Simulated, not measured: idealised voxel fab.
Documented hereafter: the process module known as voxel plated lines.
Pictured: cross-section cut, 240 nm wide, on a grid of 5 nm square cells.
This document writes a cross-section as a grid whose cells are square, and gives it as bands, listed from the top down; one or more rows of cells form a band.
A band entry consists of two parts. The first gives the height of the band's top and the height of its bottom, in nm. The rest lists the band's materials from left to right, each with its width in nm. A single material labelled with the word "throughout" fills the band from edge to edge, and the word "blank" marks empty space.
For the purposes of this specification, 0 denotes the height below which the wafer in its as-received condition is composed wholly of one material, and the lowermost band, lacking a lower limit, extends downward without end, as expressed in "z 0 and below".
Graded width ("30..40"): value in top row of band = first number; value in bottom row = second number; row-to-row change constant.
"nothing altered" (step): cross-section cells unchanged, all of them.
Entry "Non-vented voids". Content: empty spaces with no open connection to the top, size 8 cells or greater. Each: width x height at distance. Distance: from left edge. Unit: nm.
The remark found on a step's line after its settings is issued by the simulator itself and pertains to that step.
Each step line may optionally specify "overlay nm", which for a step with a mask gives the rightward distance between the mask's planned place and where it lay, a negative value indicating the leftward direction.
Each pair below shows a cross-section before one step and the cross-section after it, down to the lowest band that changed. The line under each pair gives the step between them, with its settings. The pairs can come from different runs of this module on the same starting wafer, so a pair continues from the pair above only where its "State on entry" says so.

STATE ON ENTRY
	z 0 and below  Si throughout
	Non-vented voids: none

POST-STEP SECTION VIEW
	z 5 to 0  SiO2 throughout
	Under the height 0 nothing was changed.
	Non-vented voids: none
Between before and after as drawn above: CONFORMAL_DEP: material SiO2, thk nm 5

State on entry: the cross-section after the pair above

POST-STEP SECTION VIEW
	z 10 to 5  TiN throughout
	Under the height 5 nothing was changed.
	Non-vented voids: none
Between before and after as drawn above: DIRECTIONAL_DEP: material TiN, thk nm 5

State on entry: the cross-section after the pair above

POST-STEP SECTION VIEW
	z 25 to 10  resist=35, then blank=20, then resist=30, then blank=20, then resist=30, then blank=20, then resist=30, then blank=20, then resist=35
	Under the height 10 nothing was changed.
	Non-vented voids: none
Between before and after as drawn above: PATTERN: tone open, mask id LINES, material resist, width nm 20, pitch nm 50, thk nm 15, overlay nm 0

State on entry: the cross-section after the pair above

POST-STEP SECTION VIEW
	z 25 to 15  resist=35, then blank=20, then resist=30, then blank=20, then resist=30, then blank=20, then resist=30, then blank=20, then resist=35
	z 15 to 10  resist=35, then Ru=20, then resist=30, then Ru=20, then resist=30, then Ru=20, then resist=30, then Ru=20, then resist=35
	Under the height 10 nothing was changed.
	Non-vented voids: none
Between before and after as drawn above: EPI: material Ru, thk nm 5

State on entry: the cross-section after the pair above

POST-STEP SECTION VIEW
	z 15 to 10  blank=35, then Ru=20, then blank=30, then Ru=20, then blank=30, then Ru=20, then blank=30, then Ru=20, then blank=35
	Under the height 10 nothing was changed.
	Non-vented voids: none
Between before and after as drawn above: STRIP: etch materials resist

State on entry: the cross-section after the pair above

POST-STEP SECTION VIEW
	z 15 to 10  blank=35, then Ru=20, then blank=30, then Ru=20, then blank=30, then Ru=20, then blank=30, then Ru=20, then blank=35
	z 10 to 5  blank=35, then TiN=20, then blank=30, then TiN=20, then blank=30, then TiN=20, then blank=30, then TiN=20, then blank=35
	Under the height 5 nothing was changed.
	Non-vented voids: none
Between before and after as drawn above: DIRECTIONAL_ETCH: etch materials TiN, depth nm 5

State on entry: the cross-section after the pair above

POST-STEP SECTION VIEW
	z 20 to 15  blank=30, then SiN=30, then blank=20, then SiN=30, then blank=20, then SiN=30, then blank=20, then SiN=30, then blank=30
	z 15 to 10  blank=30, then SiN=5, then Ru=20, then SiN=5, then blank=20, then SiN=5, then Ru=20, then SiN=5, then blank=20, then SiN=5, then Ru=20, then SiN=5, then blank=20, then SiN=5, then Ru=20, then SiN=5, then blank=30
	z 10 to 5  SiN=35, then TiN=20, then SiN=30, then TiN=20, then SiN=30, then TiN=20, then SiN=30, then TiN=20, then SiN=35
	Under the height 5 nothing was changed.
	Non-vented voids: none
Between before and after as drawn above: CONFORMAL_DEP: material SiN, thk nm 5

STATE ON ENTRY
	z 0 and below  Si throughout
	Non-vented voids: none

POST-STEP SECTION VIEW
	z 5 to 0  TiN throughout
	Under the height 0 nothing was changed.
	Non-vented voids: none
Between before and after as drawn above: DIRECTIONAL_DEP: material TiN, thk nm 5

State on entry: the cross-section after the pair above

POST-STEP SECTION VIEW
	z 20 to 5  resist=35, then blank=20, then resist=30, then blank=20, then resist=30, then blank=20, then resist=30, then blank=20, then resist=35
	Under the height 5 nothing was changed.
	Non-vented voids: none
Between before and after as drawn above: PATTERN: tone open, mask id LINES, material resist, width nm 20, pitch nm 50, thk nm 15, overlay nm 0

State on entry: the cross-section after the pair above

POST-STEP SECTION VIEW
	z 20 to 10  resist=35, then blank=20, then resist=30, then blank=20, then resist=30, then blank=20, then resist=30, then blank=20, then resist=35
	z 10 to 5  resist=35, then Ru=20, then resist=30, then Ru=20, then resist=30, then Ru=20, then resist=30, then Ru=20, then resist=35
	Under the height 5 nothing was changed.
	Non-vented voids: none
Between before and after as drawn above: EPI: material Ru, thk nm 5

State on entry: the cross-section after the pair above

POST-STEP SECTION VIEW
	z 10 to 5  blank=35, then Ru=20, then blank=30, then Ru=20, then blank=30, then Ru=20, then blank=30, then Ru=20, then blank=35
	Under the height 5 nothing was changed.
	Non-vented voids: none
Between before and after as drawn above: STRIP: etch materials resist

State on entry: the cross-section after the pair above

POST-STEP SECTION VIEW
	z 10 to 5  blank=35, then Ru=20, then blank=30, then Ru=20, then blank=30, then Ru=20, then blank=30, then Ru=20, then blank=35
	z 5 to 0  blank=35, then TiN=20, then blank=30, then TiN=20, then blank=30, then TiN=20, then blank=30, then TiN=20, then blank=35
	Under the height 0 nothing was changed.
	Non-vented voids: none
Between before and after as drawn above: DIRECTIONAL_ETCH: etch materials TiN, depth nm 5

State on entry: the cross-section after the pair above

POST-STEP SECTION VIEW
	z 15 to 10  blank=30, then SiN=30, then blank=20, then SiN=30, then blank=20, then SiN=30, then blank=20, then SiN=30, then blank=30
	z 10 to 5  blank=30, then SiN=5, then Ru=20, then SiN=5, then blank=20, then SiN=5, then Ru=20, then SiN=5, then blank=20, then SiN=5, then Ru=20, then SiN=5, then blank=20, then SiN=5, then Ru=20, then SiN=5, then blank=30
	z 5 to 0  SiN=35, then TiN=20, then SiN=30, then TiN=20, then SiN=30, then TiN=20, then SiN=30, then TiN=20, then SiN=35
	Under the height 0 nothing was changed.
	Non-vented voids: none
Between before and after as drawn above: CONFORMAL_DEP: material SiN, thk nm 5

STATE ON ENTRY
	z 5 to 0  TiN throughout
	z 0 and below  Si throughout
	Non-vented voids: none

POST-STEP SECTION VIEW
	z 10 to 5  SiO2 throughout
	Under the height 5 nothing was changed.
	Non-vented voids: none
Between before and after as drawn above: CONFORMAL_DEP: material SiO2, thk nm 5

State on entry: the cross-section after the pair above

POST-STEP SECTION VIEW
	z 25 to 10  resist=35, then blank=20, then resist=30, then blank=20, then resist=30, then blank=20, then resist=30, then blank=20, then resist=35
	Under the height 10 nothing was changed.
	Non-vented voids: none
Between before and after as drawn above: PATTERN: tone open, mask id LINES, material resist, width nm 20, pitch nm 50, thk nm 15, overlay nm 0

State on entry: the cross-section after the pair above

POST-STEP SECTION VIEW
	z 10 to 5  SiO2 throughout
	Under the height 5 nothing was changed.
	Non-vented voids: none
Between before and after as drawn above: STRIP: etch materials resist

State on entry: the cross-section after the pair above

POST-STEP SECTION VIEW
	z 15 to 10  SiN throughout
	Under the height 10 nothing was changed.
	Non-vented voids: none
Between before and after as drawn above: CONFORMAL_DEP: material SiN, thk nm 5

STATE ON ENTRY
	z 0 and below  Si throughout
	Non-vented voids: none

POST-STEP SECTION VIEW
	z 15 to 0  SiO2 throughout
	Under the height 0 nothing was changed.
	Non-vented voids: none
Between before and after as drawn above: CONFORMAL_DEP: material SiO2, thk nm 15

State on entry: the cross-section after the pair above

POST-STEP SECTION VIEW
	z 20 to 15  TiN throughout
	Under the height 15 nothing was changed.
	Non-vented voids: none
Between before and after as drawn above: DIRECTIONAL_DEP: material TiN, thk nm 5

State on entry: the cross-section after the pair above

POST-STEP SECTION VIEW
	z 35 to 20  resist=35, then blank=20, then resist=30, then blank=20, then resist=30, then blank=20, then resist=30, then blank=20, then resist=35
	Under the height 20 nothing was changed.
	Non-vented voids: none
Between before and after as drawn above: PATTERN: tone open, mask id LINES, material resist, width nm 20, pitch nm 50, thk nm 15, overlay nm 0

State on entry: the cross-section after the pair above

POST-STEP SECTION VIEW
	z 35 to 25  resist=35, then blank=20, then resist=30, then blank=20, then resist=30, then blank=20, then resist=30, then blank=20, then resist=35
	z 25 to 20  resist=35, then Ru=20, then resist=30, then Ru=20, then resist=30, then Ru=20, then resist=30, then Ru=20, then resist=35
	Under the height 20 nothing was changed.
	Non-vented voids: none
Between before and after as drawn above: EPI: material Ru, thk nm 5

State on entry: the cross-section after the pair above

POST-STEP SECTION VIEW
	z 25 to 20  blank=35, then Ru=20, then blank=30, then Ru=20, then blank=30, then Ru=20, then blank=30, then Ru=20, then blank=35
	Under the height 20 nothing was changed.
	Non-vented voids: none
Between before and after as drawn above: STRIP: etch materials resist

State on entry: the cross-section after the pair above

POST-STEP SECTION VIEW
	z 25 to 20  blank=35, then Ru=20, then blank=30, then Ru=20, then blank=30, then Ru=20, then blank=30, then Ru=20, then blank=35
	z 20 to 15  blank=35, then TiN=20, then blank=30, then TiN=20, then blank=30, then TiN=20, then blank=30, then TiN=20, then blank=35
	Under the height 15 nothing was changed.
	Non-vented voids: none
Between before and after as drawn above: DIRECTIONAL_ETCH: etch materials TiN, depth nm 5

State on entry: the cross-section after the pair above

POST-STEP SECTION VIEW
	z 30 to 25  blank=30, then SiN=30, then blank=20, then SiN=30, then blank=20, then SiN=30, then blank=20, then SiN=30, then blank=30
	z 25 to 20  blank=30, then SiN=5, then Ru=20, then SiN=5, then blank=20, then SiN=5, then Ru=20, then SiN=5, then blank=20, then SiN=5, then Ru=20, then SiN=5, then blank=20, then SiN=5, then Ru=20, then SiN=5, then blank=30
	z 20 to 15  SiN=35, then TiN=20, then SiN=30, then TiN=20, then SiN=30, then TiN=20, then SiN=30, then TiN=20, then SiN=35
	Under the height 15 nothing was changed.
	Non-vented voids: none
Between before and after as drawn above: CONFORMAL_DEP: material SiN, thk nm 5

STATE ON ENTRY
	z 10 to 5  TiN throughout
	z 5 to 0  SiO2 throughout
	z 0 and below  Si throughout
	Non-vented voids: none

POST-STEP SECTION VIEW
	z 25 to 10  resist=30, then blank=30, then resist=20, then blank=30, then resist=20, then blank=30, then resist=20, then blank=30, then resist=30
	Under the height 10 nothing was changed.
	Non-vented voids: none
Between before and after as drawn above: PATTERN: tone open, mask id LINES, material resist, width nm 30, pitch nm 50, thk nm 15, overlay nm 0

State on entry: the cross-section after the pair above

POST-STEP SECTION VIEW
	z 25 to 15  resist=30, then blank=30, then resist=20, then blank=30, then resist=20, then blank=30, then resist=20, then blank=30, then resist=30
	z 15 to 10  resist=30, then Ru=30, then resist=20, then Ru=30, then resist=20, then Ru=30, then resist=20, then Ru=30, then resist=30
	Under the height 10 nothing was changed.
	Non-vented voids: none
Between before and after as drawn above: EPI: material Ru, thk nm 5

State on entry: the cross-section after the pair above

POST-STEP SECTION VIEW
	z 15 to 10  blank=30, then Ru=30, then blank=20, then Ru=30, then blank=20, then Ru=30, then blank=20, then Ru=30, then blank=30
	Under the height 10 nothing was changed.
	Non-vented voids: none
Between before and after as drawn above: STRIP: etch materials resist

State on entry: the cross-section after the pair above

POST-STEP SECTION VIEW
	z 15 to 10  blank=30, then Ru=30, then blank=20, then Ru=30, then blank=20, then Ru=30, then blank=20, then Ru=30, then blank=30
	z 10 to 5  blank=30, then TiN=30, then blank=20, then TiN=30, then blank=20, then TiN=30, then blank=20, then TiN=30, then blank=30
	Under the height 5 nothing was changed.
	Non-vented voids: none
Between before and after as drawn above: DIRECTIONAL_ETCH: etch materials TiN, depth nm 5

State on entry: the cross-section after the pair above

POST-STEP SECTION VIEW
	z 20 to 15  blank=25, then SiN=40, then blank=10, then SiN=40, then blank=10, then SiN=40, then blank=10, then SiN=40, then blank=25
	z 15 to 10  blank=25, then SiN=5, then Ru=30, then SiN=5, then blank=10, then SiN=5, then Ru=30, then SiN=5, then blank=10, then SiN=5, then Ru=30, then SiN=5, then blank=10, then SiN=5, then Ru=30, then SiN=5, then blank=25
	z 10 to 5  SiN=30, then TiN=30, then SiN=20, then TiN=30, then SiN=20, then TiN=30, then SiN=20, then TiN=30, then SiN=30
	Under the height 5 nothing was changed.
	Non-vented voids: none
Between before and after as drawn above: CONFORMAL_DEP: material SiN, thk nm 5

STATE ON ENTRY
	z 10 to 5  TiN throughout
	z 5 to 0  SiO2 throughout
	z 0 and below  Si throughout
	Non-vented voids: none

POST-STEP SECTION VIEW
	z 25 to 10  resist=45, then blank=20, then resist=30, then blank=20, then resist=30, then blank=20, then resist=30, then blank=20, then resist=25
	Under the height 10 nothing was changed.
	Non-vented voids: none
Between before and after as drawn above: PATTERN: tone open, mask id LINES, material resist, width nm 20, pitch nm 50, thk nm 15, overlay nm 10

State on entry: the cross-section after the pair above

POST-STEP SECTION VIEW
	z 25 to 15  resist=45, then blank=20, then resist=30, then blank=20, then resist=30, then blank=20, then resist=30, then blank=20, then resist=25
	z 15 to 10  resist=45, then Ru=20, then resist=30, then Ru=20, then resist=30, then Ru=20, then resist=30, then Ru=20, then resist=25
	Under the height 10 nothing was changed.
	Non-vented voids: none
Between before and after as drawn above: EPI: material Ru, thk nm 5

State on entry: the cross-section after the pair above

POST-STEP SECTION VIEW
	z 15 to 10  blank=45, then Ru=20, then blank=30, then Ru=20, then blank=30, then Ru=20, then blank=30, then Ru=20, then blank=25
	Under the height 10 nothing was changed.
	Non-vented voids: none
Between before and after as drawn above: STRIP: etch materials resist

State on entry: the cross-section after the pair above

POST-STEP SECTION VIEW
	z 15 to 10  blank=45, then Ru=20, then blank=30, then Ru=20, then blank=30, then Ru=20, then blank=30, then Ru=20, then blank=25
	z 10 to 5  blank=45, then TiN=20, then blank=30, then TiN=20, then blank=30, then TiN=20, then blank=30, then TiN=20, then blank=25
	Under the height 5 nothing was changed.
	Non-vented voids: none
Between before and after as drawn above: DIRECTIONAL_ETCH: etch materials TiN, depth nm 5

State on entry: the cross-section after the pair above

POST-STEP SECTION VIEW
	z 20 to 15  blank=40, then SiN=30, then blank=20, then SiN=30, then blank=20, then SiN=30, then blank=20, then SiN=30, then blank=20
	z 15 to 10  blank=40, then SiN=5, then Ru=20, then SiN=5, then blank=20, then SiN=5, then Ru=20, then SiN=5, then blank=20, then SiN=5, then Ru=20, then SiN=5, then blank=20, then SiN=5, then Ru=20, then SiN=5, then blank=20
	z 10 to 5  SiN=45, then TiN=20, then SiN=30, then TiN=20, then SiN=30, then TiN=20, then SiN=30, then TiN=20, then SiN=25
	Under the height 5 nothing was changed.
	Non-vented voids: none
Between before and after as drawn above: CONFORMAL_DEP: material SiN, thk nm 5

STATE ON ENTRY
	z 0 and below  Si throughout
	Non-vented voids: none

POST-STEP SECTION VIEW
	z 5 to 0  TiN throughout
	Under the height 0 nothing was changed.
	Non-vented voids: none
Between before and after as drawn above: CONFORMAL_DEP: material TiN, thk nm 5

State on entry: the cross-section after the pair above

POST-STEP SECTION VIEW
	z 10 to 0  TiN throughout
	Under the height 0 nothing was changed.
	Non-vented voids: none
Between before and after as drawn above: DIRECTIONAL_DEP: material TiN, thk nm 5

State on entry: the cross-section after the pair above

POST-STEP SECTION VIEW
	z 25 to 10  resist=35, then blank=20, then resist=30, then blank=20, then resist=30, then blank=20, then resist=30, then blank=20, then resist=35
	Under the height 10 nothing was changed.
	Non-vented voids: none
Between before and after as drawn above: PATTERN: tone open, mask id LINES, material resist, width nm 20, pitch nm 50, thk nm 15, overlay nm 0

State on entry: the cross-section after the pair above

POST-STEP SECTION VIEW
	z 25 to 15  resist=35, then blank=20, then resist=30, then blank=20, then resist=30, then blank=20, then resist=30, then blank=20, then resist=35
	z 15 to 10  resist=35, then Ru=20, then resist=30, then Ru=20, then resist=30, then Ru=20, then resist=30, then Ru=20, then resist=35
	Under the height 10 nothing was changed.
	Non-vented voids: none
Between before and after as drawn above: EPI: material Ru, thk nm 5

State on entry: the cross-section after the pair above

POST-STEP SECTION VIEW
	z 15 to 10  blank=35, then Ru=20, then blank=30, then Ru=20, then blank=30, then Ru=20, then blank=30, then Ru=20, then blank=35
	Under the height 10 nothing was changed.
	Non-vented voids: none
Between before and after as drawn above: STRIP: etch materials resist

State on entry: the cross-section after the pair above

POST-STEP SECTION VIEW
	z 15 to 10  blank=35, then Ru=20, then blank=30, then Ru=20, then blank=30, then Ru=20, then blank=30, then Ru=20, then blank=35
	z 10 to 5  blank=35, then TiN=20, then blank=30, then TiN=20, then blank=30, then TiN=20, then blank=30, then TiN=20, then blank=35
	Under the height 5 nothing was changed.
	Non-vented voids: none
Between before and after as drawn above: DIRECTIONAL_ETCH: etch materials TiN, depth nm 5

State on entry: the cross-section after the pair above

POST-STEP SECTION VIEW
	z 20 to 15  blank=30, then SiN=30, then blank=20, then SiN=30, then blank=20, then SiN=30, then blank=20, then SiN=30, then blank=30
	z 15 to 10  blank=30, then SiN=5, then Ru=20, then SiN=5, then blank=20, then SiN=5, then Ru=20, then SiN=5, then blank=20, then SiN=5, then Ru=20, then SiN=5, then blank=20, then SiN=5, then Ru=20, then SiN=5, then blank=30
	z 10 to 5  SiN=35, then TiN=20, then SiN=30, then TiN=20, then SiN=30, then TiN=20, then SiN=30, then TiN=20, then SiN=35
	Under the height 5 nothing was changed.
	Non-vented voids: none
Between before and after as drawn above: CONFORMAL_DEP: material SiN, thk nm 5

STATE ON ENTRY
	z 10 to 5  TiN throughout
	z 5 to 0  SiO2 throughout
	z 0 and below  Si throughout
	Non-vented voids: none

POST-STEP SECTION VIEW
	z 25 to 10  blank=35, then resist=20, then blank=30, then resist=20, then blank=30, then resist=20, then blank=30, then resist=20, then blank=35
	Under the height 10 nothing was changed.
	Non-vented voids: none
Between before and after as drawn above: PATTERN: tone cover, mask id LINES, material resist, width nm 20, pitch nm 50, thk nm 15, overlay nm 0

State on entry: the cross-section after the pair above

POST-STEP SECTION VIEW
	z 25 to 15  blank=35, then resist=20, then blank=30, then resist=20, then blank=30, then resist=20, then blank=30, then resist=20, then blank=35
	z 15 to 10  Ru=35, then resist=20, then Ru=30, then resist=20, then Ru=30, then resist=20, then Ru=30, then resist=20, then Ru=35
	Under the height 10 nothing was changed.
	Non-vented voids: none
Between before and after as drawn above: EPI: material Ru, thk nm 5

State on entry: the cross-section after the pair above

POST-STEP SECTION VIEW
	z 15 to 10  Ru=35, then blank=20, then Ru=30, then blank=20, then Ru=30, then blank=20, then Ru=30, then blank=20, then Ru=35
	Under the height 10 nothing was changed.
	Non-vented voids: none
Between before and after as drawn above: STRIP: etch materials resist

State on entry: the cross-section after the pair above

POST-STEP SECTION VIEW
	z 15 to 10  Ru=35, then blank=20, then Ru=30, then blank=20, then Ru=30, then blank=20, then Ru=30, then blank=20, then Ru=35
	z 10 to 5  TiN=35, then blank=20, then TiN=30, then blank=20, then TiN=30, then blank=20, then TiN=30, then blank=20, then TiN=35
	Under the height 5 nothing was changed.
	Non-vented voids: none
Between before and after as drawn above: DIRECTIONAL_ETCH: etch materials TiN, depth nm 5

State on entry: the cross-section after the pair above

POST-STEP SECTION VIEW
	z 20 to 15  SiN=40, then blank=10, then SiN=40, then blank=10, then SiN=40, then blank=10, then SiN=40, then blank=10, then SiN=40
	z 15 to 10  Ru=35, then SiN=5, then blank=10, then SiN=5, then Ru=30, then SiN=5, then blank=10, then SiN=5, then Ru=30, then SiN=5, then blank=10, then SiN=5, then Ru=30, then SiN=5, then blank=10, then SiN=5, then Ru=35
	z 10 to 5  TiN=35, then SiN=20, then TiN=30, then SiN=20, then TiN=30, then SiN=20, then TiN=30, then SiN=20, then TiN=35
	Under the height 5 nothing was changed.
	Non-vented voids: none
Between before and after as drawn above: CONFORMAL_DEP: material SiN, thk nm 5
